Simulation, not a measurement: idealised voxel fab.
process module | voxel plated lines
Cross-section cut: width 285 nm, square cells of 5 nm.
Reading order for cross-sections: top band down to bottom band. Underlying form: a grid of square cells. Band size: one or more rows of cells.
Each band's line starts with the height of the band's top and of its bottom, in nm. Then come its materials from left to right, each with its width in nm. One material with "everywhere" fills the band from edge to edge. "empty" is empty space.
Height is counted from the level 0, under which the received wafer is composed throughout of one material. The lowest of the bands is not closed at the bottom but continues downward, in the notation "0 -> down".
You'd read "30->40" like this: the band's top row of cells is as wide as the first number, its bottom row is as wide as the second, and going down, every row changes width by the same amount as the row before did.
You'll sometimes find "no modification" written for a step, and that's the way of saying that nowhere in the cross-section did a cell change during that step.
The list in "Cavities, closed" covers empty spaces of 8 cells or more that cannot reach the top through any open way, and it gives each as width x height at distance; the distance is from the left edge, and width, height and distance are in nm.
Text after the settings on a step's line: the simulator's own remark on that step.
Steps that use a mask can have "overlay nm" on their line. It says how far the mask sat to the right of where it was meant to be. Negative means to the left.
The following list gives the planned process steps:
step 1: RECEIVE | material Si
step 2: CONFORMAL_DEP | material SiN | thk nm 10
step 3: DIRECTIONAL_DEP | material TiN | thk nm 5
step 4: PATTERN | tone open | mask id LINES | material resist | width nm 30 | pitch nm 60 | thk nm 15 | overlay nm 0
step 5: EPI | material Ru | thk nm 10
step 6: STRIP | etch materials resist
step 7: DIRECTIONAL_ETCH | etch materials TiN | depth nm 5
step 8: CONFORMAL_DEP | material SiN | thk nm 10
This is the cross-section of the wafer as we received it, i.e. after step 1:
	0 -> down  Si everywhere
	Cavities, closed: none
The first of the two wafers as seen in cross-section once the module was finished; processing followed the plan:
	35 -> 25  empty 85 nm | SiN 50 nm | empty 10 nm | SiN 50 nm | empty 90 nm
	25 -> 20  empty 85 nm | SiN 10 nm | Ru 30 nm | SiN 10 nm | empty 10 nm | SiN 10 nm | Ru 30 nm | SiN 10 nm | empty 90 nm
	20 -> 15  SiN 95 nm | Ru 30 nm | SiN 30 nm | Ru 30 nm | SiN 100 nm
	15 -> 10  SiN 95 nm | TiN 30 nm | SiN 30 nm | TiN 30 nm | SiN 100 nm
	10 -> 0  SiN everywhere
	0 -> down  Si everywhere
	Cavities, closed: none
Wafer two (of two), end-of-module cross-section: start = wafer one, plan = wafer one, one run mistake:
	35 -> 25  empty 85 nm | SiN 50 nm | empty 10 nm | SiN 50 nm | empty 90 nm
	25 -> 20  empty 85 nm | SiN 10 nm | Ru 30 nm | SiN 10 nm | empty 10 nm | SiN 10 nm | Ru 30 nm | SiN 10 nm | empty 90 nm
	20 -> 15  SiN 95 nm | Ru 30 nm | SiN 30 nm | Ru 30 nm | SiN 100 nm
	15 -> 10  SiN 95 nm | TiN 30 nm | SiN 30 nm | TiN 30 nm | SiN 100 nm
	10 -> 0  Ru everywhere
	0 -> down  Si everywhere
	Cavities, closed: none
The plan and the run diverged here: step 2 was run on a setting that differed from the plan, and what really ran there is CONFORMAL_DEP | material Ru | thk nm 10
At the finish, the second wafer shows more or fewer cells for some materials than the first does: Ru +114; SiN -114
